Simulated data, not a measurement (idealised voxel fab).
Name of the process module below: voxel fin reveal
FYI the section here is cut, 295 nm wide, cells are 5 nm squares.
Square cells in a grid make up a cross-section in this document, and the grid is given as bands, listed from the top down, each one or more rows of cells.
Read a band's entry like this: the first values are the height of its top and the height of its bottom in nm, and what follows is the sequence of materials from left to right, each with its width in nm. Note that "blank" is empty space, and that a single material marked "everywhere" reaches across the band from edge to edge.
Measure heights from 0. That's the level where, below it, the as-received wafer is all one material. The lowest band is bottomless and extends downward; write it as in "0 -> down".
A width such as "30->40" changes by the same amount from each row of cells to the next, from the band's top row to its bottom row.
For the purposes of this document, the phrase "no alteration" attached to a step denotes that no cell within the cross-section was modified by that step.
"Enclosed void inventory" - sealed voids, min. 8 cells, no opening to top; format: width x height at distance (distance from left edge; nm throughout).
Past the settings on a step's line: simulator remark, on that step.
On any step carrying a mask, the "overlay nm" setting, if present on the step's line, tells how far right of its planned place the mask lay; negative values point to the left.
Steps in the process plan
1) RECEIVE | material Si
2) CONFORMAL_DEP | material SiN | thk nm 5
3) PATTERN | tone cover | mask id FINS | material resist | width nm 15 | pitch nm 35 | thk nm 15 | overlay nm 0
4) DIRECTIONAL_ETCH | etch materials SiN | depth nm 5
5) DIRECTIONAL_ETCH | etch materials Si | depth nm 40
6) STRIP | etch materials resist
7) OXIDIZE | depth nm 5
8) FILL_DEP | material SiO2 | thk nm 5
9) CMP | height nm 5
10) SELECTIVE_ETCH | etch materials SiO2 | depth nm 20
11) STRIP | etch materials SiN
12) CONFORMAL_DEP | material SiO2 | thk nm 5
The following pertains to the first of two wafers, which was processed as planned
This is the cross-section of the wafer as we received it, i.e. after step 1
  0 -> down: Si everywhere
  Enclosed void inventory: none
Wafer after step 2 (cross-section)
  5 -> 0: SiN everywhere
  Under 0: no change, same as before.
Wafer after step 3 (cross-section)
  20 -> 5: blank 120, resist 15, blank 20, resist 15, blank 125
  Under 5: no change, same as before.
Wafer after step 4 (cross-section)
  20 -> 5: blank 120, resist 15, blank 20, resist 15, blank 125
  5 -> 0: blank 120, SiN 15, blank 20, SiN 15, blank 125
  Under 0: no change, same as before.
Wafer after step 5 (cross-section)
  20 -> 5: blank 120, resist 15, blank 20, resist 15, blank 125
  5 -> 0: blank 120, SiN 15, blank 20, SiN 15, blank 125
  0 -> -40: blank 120, Si 15, blank 20, Si 15, blank 125
  Under -40: no change, same as before.
Wafer after step 6 (cross-section)
  5 -> 0: blank 120, SiN 15, blank 20, SiN 15, blank 125
  Under 0: no change, same as before.
Wafer after step 7 (cross-section)
  5 -> 0: blank 120, SiN 15, blank 20, SiN 15, blank 125
  0 -> -40: blank 120, SiO2 5, Si 5, SiO2 5, blank 20, SiO2 5, Si 5, SiO2 5, blank 125
  -40 -> -45: SiO2 125, Si 5, SiO2 30, Si 5, SiO2 130
  Under -45: no change, same as before.
Wafer after step 8 (cross-section)
  10 -> 5: SiO2 everywhere
  5 -> 0: SiO2 120, SiN 15, SiO2 20, SiN 15, SiO2 125
  0 -> -45: SiO2 125, Si 5, SiO2 30, Si 5, SiO2 130
  Under -45: no change, same as before.
Wafer after step 9 (cross-section)
  5 -> 0: SiO2 120, SiN 15, SiO2 20, SiN 15, SiO2 125
  Under 0: no change, same as before.
Wafer after step 10 (cross-section)
  5 -> 0: blank 120, SiN 15, blank 20, SiN 15, blank 125
  0 -> -15: blank 125, Si 5, blank 30, Si 5, blank 130
  Under -15: no change, same as before.
Wafer after step 11 (cross-section)
  0 -> -15: blank 125, Si 5, blank 30, Si 5, blank 130
  Under -15: no change, same as before.
Wafer after step 12 (cross-section)
  5 -> 0: blank 120, SiO2 15, blank 20, SiO2 15, blank 125
  0 -> -10: blank 120, SiO2 5, Si 5, SiO2 5, blank 20, SiO2 5, Si 5, SiO2 5, blank 125
  -10 -> -45: SiO2 125, Si 5, SiO2 30, Si 5, SiO2 130
  Under -45: no change, same as before.
Wafer two of the pair: same origin, same plan, one error during the run; identical to wafer one up to and including step 2
The second wafer in cross-section, at the planned close of step 3
  20 -> 5: resist 120, blank 15, resist 20, blank 15, resist 125
  Under 5: no change, same as before.
The second wafer in cross-section, at the planned close of step 4
  20 -> 5: resist 120, blank 15, resist 20, blank 15, resist 125
  5 -> 0: SiN 120, blank 15, SiN 20, blank 15, SiN 125
  Under 0: no change, same as before.
The second wafer in cross-section, at the planned close of step 5
  20 -> 5: resist 120, blank 15, resist 20, blank 15, resist 125
  5 -> 0: SiN 120, blank 15, SiN 20, blank 15, SiN 125
  0 -> -40: Si 120, blank 15, Si 20, blank 15, Si 125
  Under -40: no change, same as before.
The second wafer in cross-section, at the planned close of step 6
  5 -> 0: SiN 120, blank 15, SiN 20, blank 15, SiN 125
  Under 0: no change, same as before.
The second wafer in cross-section, at the planned close of step 7
  5 -> 0: SiN 120, blank 15, SiN 20, blank 15, SiN 125
  0 -> -40: Si 115, SiO2 5, blank 15, SiO2 5, Si 10, SiO2 5, blank 15, SiO2 5, Si 120
  -40 -> -45: Si 115, SiO2 25, Si 10, SiO2 25, Si 120
  Under -45: no change, same as before.
The second wafer in cross-section, at the planned close of step 8
  10 -> 5: SiO2 everywhere
  5 -> 0: SiN 120, SiO2 15, SiN 20, SiO2 15, SiN 125
  0 -> -45: Si 115, SiO2 25, Si 10, SiO2 25, Si 120
  Under -45: no change, same as before.
The second wafer in cross-section, at the planned close of step 9
  5 -> 0: SiN 120, SiO2 15, SiN 20, SiO2 15, SiN 125
  Under 0: no change, same as before.
The second wafer in cross-section, at the planned close of step 10
  5 -> 0: SiN 120, blank 15, SiN 20, blank 15, SiN 125
  0 -> -15: Si 115, blank 25, Si 10, blank 25, Si 120
  Under -15: no change, same as before.
The second wafer in cross-section, at the planned close of step 11
  0 -> -15: Si 115, blank 25, Si 10, blank 25, Si 120
  Under -15: no change, same as before.
The second wafer in cross-section, at the planned close of step 12
  5 -> 0: SiO2 120, blank 15, SiO2 20, blank 15, SiO2 125
  0 -> -10: Si 115, SiO2 5, blank 15, SiO2 5, Si 10, SiO2 5, blank 15, SiO2 5, Si 120
  -10 -> -45: Si 115, SiO2 25, Si 10, SiO2 25, Si 120
  Under -45: no change, same as before.
The mistake made against the process plan was this: planned and actual differ for step 3; actual: PATTERN | tone open | mask id FINS | material resist | width nm 15 | pitch nm 35 | thk nm 15 | overlay nm 0
Cell-count delta at end, second wafer over first, by material: Si: 423 more; SiO2: 282 fewer
